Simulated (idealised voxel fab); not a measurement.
process module | voxel gate over fins
cross-section cut | 205 nm wide | cells 5 nm
A cross-section is a grid of square cells, given in bands from the top down. A band is one or more rows of cells.
Each band's line starts with the height of the band's top and of its bottom, in nm. Then come its materials from left to right, each with its width in nm. One material with "throughout" fills the band from edge to edge. "air" is empty space.
Height 0 is the level under which the wafer as received is all one material. The lowest band goes on downwards, as in "0 down".
A width such as "30 to 40" changes by the same amount from each row of cells to the next, from the band's top row to its bottom row.
"no change" after a step means that no cell of the cross-section changed.
closed voids: empty space of 8 cells or more with no open way to the top, each as width x height at its distance from the left edge, in nm
after a step's settings: what the simulator itself notes on the step
overlay nm, on a step with a mask: how far to the right of its planned place the mask lay; to the left if negative
plan
1 op RECEIVE | material Si
2 op CONFORMAL_DEP | material SiN | thk nm 10
3 op PATTERN | tone cover | mask id FINS | material resist | width nm 15 | pitch nm 35 | thk nm 15 | overlay nm 0
4 op DIRECTIONAL_ETCH | etch materials SiN | depth nm 10
5 op DIRECTIONAL_ETCH | etch materials Si | depth nm 35
6 op STRIP | etch materials resist
7 op FILL_DEP | material SiO2 | thk nm 10
8 op CMP | height nm 10
9 op SELECTIVE_ETCH | etch materials SiO2 | depth nm 20
10 op STRIP | etch materials SiN
11 op CONFORMAL_DEP | material HfO2 | thk nm 5
12 op CONFORMAL_DEP | material TiN | thk nm 5
13 op FILL_DEP | material W | thk nm 15
14 op CMP | height nm 20
15 op CONFORMAL_DEP | material SiCN | thk nm 10
as received, after step 1
  0 down: Si throughout
  closed voids: none
a wafer at the end: this start, this plan, one mistake
  30 to 20: SiCN throughout
  20 to 15: TiN throughout
  15 to 10: HfO2 45 | TiN 5 | HfO2 30 | TiN 5 | HfO2 30 | TiN 5 | HfO2 30 | TiN 5 | HfO2 50
  10 to 5: W 40 | HfO2 5 | TiN 5 | HfO2 5 | W 20 | HfO2 5 | TiN 5 | HfO2 5 | W 20 | HfO2 5 | TiN 5 | HfO2 5 | W 20 | HfO2 5 | TiN 5 | HfO2 5 | W 45
  5 to 0: W 40 | HfO2 15 | W 20 | HfO2 15 | W 20 | HfO2 15 | W 20 | HfO2 15 | W 45
  0 to -35: W 40 | Si 15 | W 20 | Si 15 | W 20 | Si 15 | W 20 | Si 15 | W 45
  -35 down: Si throughout
  closed voids: none
what went wrong: step 7 ran as: op FILL_DEP | material W | thk nm 10
